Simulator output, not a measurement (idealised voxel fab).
This section sets out a process module, namely voxel transistor to metal.
215 nm wide, 5 nm square cells: that's cross-section cut.
The cross-sections in this document take the form of a grid made of square cells. They are written out as bands, in order from top to bottom. Each band consists of one or more rows of cells. Read a band's entry like this: the first values are the height of its top and the height of its bottom in nm, and what follows is the sequence of materials from left to right, each with its width in nm. Note that "air" is empty space, and that a single material marked "everywhere" reaches across the band from edge to edge. Zero point of the height axis is 0; under it, received wafer = one material. Lowest band: continues down indefinitely, "0 nm and below". It should be noted that a width expressed as "30 to 40" varies in equal increments from row to row of cells within the band, taking the value of the first number at the top row and that of the second number at the bottom row. The cross-section has no changed cell in any step marked "remained unchanged". Entry "Enclosed void entries" = empty spaces >= 8 cells with no open way to the top; each as width x height at distance, distance from left edge, all nm. On each step's line, the part that comes after the settings is the simulator's own comment on the step. On any step carrying a mask, the "overlay nm" setting, if present on the step's line, tells how far right of its planned place the mask lay; negative values point to the left.

# Steps planned for the process
- 1: RECEIVE, material Si
- 2: CONFORMAL_DEP, material SiO2, thk nm 5
- 3: CONFORMAL_DEP, material SiN, thk nm 10
- 4: DIRECTIONAL_DEP, material aC, thk nm 15
- 5: PATTERN, tone cover, mask id ACTIVE, material resist, width nm 115, thk nm 30, overlay nm 0
- 6: DIRECTIONAL_ETCH, etch materials aC, depth nm 15
- 7: STRIP, etch materials resist
- 8: DIRECTIONAL_ETCH, etch materials SiN, depth nm 10
- 9: DIRECTIONAL_ETCH, etch materials SiO2, depth nm 5
- 10: DIRECTIONAL_ETCH, etch materials Si, depth nm 30
- 11: STRIP, etch materials aC
- 12: FILL_DEP, material SiO2, thk nm 10
- 13: CMP, height nm 15
- 14: SELECTIVE_ETCH, etch materials SiO2, depth nm 5
- 15: STRIP, etch materials SiN
- 16: SELECTIVE_ETCH, etch materials SiO2, depth nm 5
- 17: OXIDIZE, depth nm 5
- 18: DIRECTIONAL_DEP, material polySi, thk nm 30
- 19: DIRECTIONAL_DEP, material SiCN, thk nm 15
- 20: MASKED_ETCH, tone cover, mask id GATE, width nm 35, etch materials SiCN, depth nm 25, overlay nm 0
- 21: MASKED_ETCH, tone cover, mask id GATE, width nm 35, etch materials polySi, depth nm 40, overlay nm 0
- 22: CONFORMAL_DEP, material SiO2, thk nm 5
- 23: DIRECTIONAL_ETCH, etch materials SiO2, depth nm 5
- 24: CONFORMAL_DEP, material SiN, thk nm 5
- 25: DIRECTIONAL_ETCH, etch materials SiN, depth nm 5
- 26: DIRECTIONAL_ETCH, etch materials SiO2, depth nm 5
- 27: DIRECTIONAL_ETCH, etch materials Si, depth nm 15
- 28: EPI, material pSi, thk nm 20
- 29: FILL_DEP, material SiO2, thk nm 5
- 30: CMP, height nm 30
- 31: STRIP, etch materials polySi
- 32: SELECTIVE_ETCH, etch materials SiO2, depth nm 5
- 33: CONFORMAL_DEP, material HfO2, thk nm 5
- 34: CONFORMAL_DEP, material TiN, thk nm 5
- 35: FILL_DEP, material W, thk nm 5
- 36: CMP, height nm 25
- 37: DIRECTIONAL_DEP, material SiO2, thk nm 10
- 38: MASKED_ETCH, tone open, mask id CONTACT, width nm 20, pitch nm 85, etch materials SiO2, depth nm 20, overlay nm 0
- 39: CONFORMAL_DEP, material TiN, thk nm 5
- 40: FILL_DEP, material W, thk nm 5
- 41: CMP, height nm 35
- 42: DIRECTIONAL_DEP, material TiN, thk nm 5
- 43: DIRECTIONAL_DEP, material W, thk nm 15
- 44: MASKED_ETCH, tone cover, mask id METAL_1, width nm 20, pitch nm 85, etch materials W, depth nm 15, overlay nm 0
- 45: MASKED_ETCH, tone cover, mask id METAL_1, width nm 20, pitch nm 85, etch materials TiN, depth nm 5, overlay nm 0
- 46: FILL_DEP, material SiO2, thk nm 5
- 47: CMP, height nm 55
- 48: CONFORMAL_DEP, material SiN, thk nm 5

# Delivered wafer in cross-section: state after step 1
> 0 nm and below = Si everywhere
> Enclosed void entries: none

# What the wafer looks like in cross-section after this module, when it starts as shown above and follows the plan above but one mistake is made in running it
> 60 nm to 55 nm = SiN everywhere
> 55 nm to 40 nm = SiO2: 55 / W: 20 / SiO2: 65 / W: 20 / SiO2: 55
> 40 nm to 35 nm = SiO2: 55 / TiN: 20 / SiO2: 65 / TiN: 20 / SiO2: 55
> 35 nm to 25 nm = SiO2: 55 / TiN: 5 / W: 10 / TiN: 5 / SiO2: 65 / TiN: 5 / W: 10 / TiN: 5 / SiO2: 55
> 25 nm to 20 nm = SiO2: 55 / TiN: 5 / W: 10 / TiN: 5 / SiO2: 5 / SiN: 5 / HfO2: 5 / TiN: 5 / W: 25 / TiN: 5 / HfO2: 5 / SiN: 5 / SiO2: 5 / TiN: 5 / W: 10 / TiN: 5 / SiO2: 55
> 20 nm to 15 nm = SiO2: 55 / TiN: 20 / SiO2: 5 / SiN: 5 / HfO2: 5 / TiN: 5 / W: 25 / TiN: 5 / HfO2: 5 / SiN: 5 / SiO2: 5 / TiN: 20 / SiO2: 55
> 15 nm to 5 nm = SiO2: 50 / pSi: 30 / SiN: 5 / HfO2: 5 / TiN: 5 / W: 25 / TiN: 5 / HfO2: 5 / SiN: 5 / pSi: 40 / SiO2: 40
> 5 nm to 0 nm = SiO2: 50 / pSi: 5 / SiN: 5 / pSi: 20 / SiN: 5 / HfO2: 5 / TiN: 35 / HfO2: 5 / SiN: 5 / pSi: 30 / SiN: 5 / pSi: 5 / SiO2: 40
> 0 nm to -5 nm = SiO2: 60 / pSi: 20 / SiO2: 5 / HfO2: 45 / SiO2: 5 / pSi: 30 / SiO2: 50
> -5 nm to -20 nm = SiO2: 55 / Si: 5 / pSi: 20 / Si: 55 / pSi: 30 / Si: 5 / SiO2: 45
> -20 nm to -30 nm = SiO2: 55 / Si: 115 / SiO2: 45
> -30 nm and below = Si everywhere
> Enclosed void entries: none
Processing error: step 5 ran with different settings than intended, the actual operation and settings being PATTERN, tone cover, mask id ACTIVE, material resist, width nm 115, thk nm 30, overlay nm 5
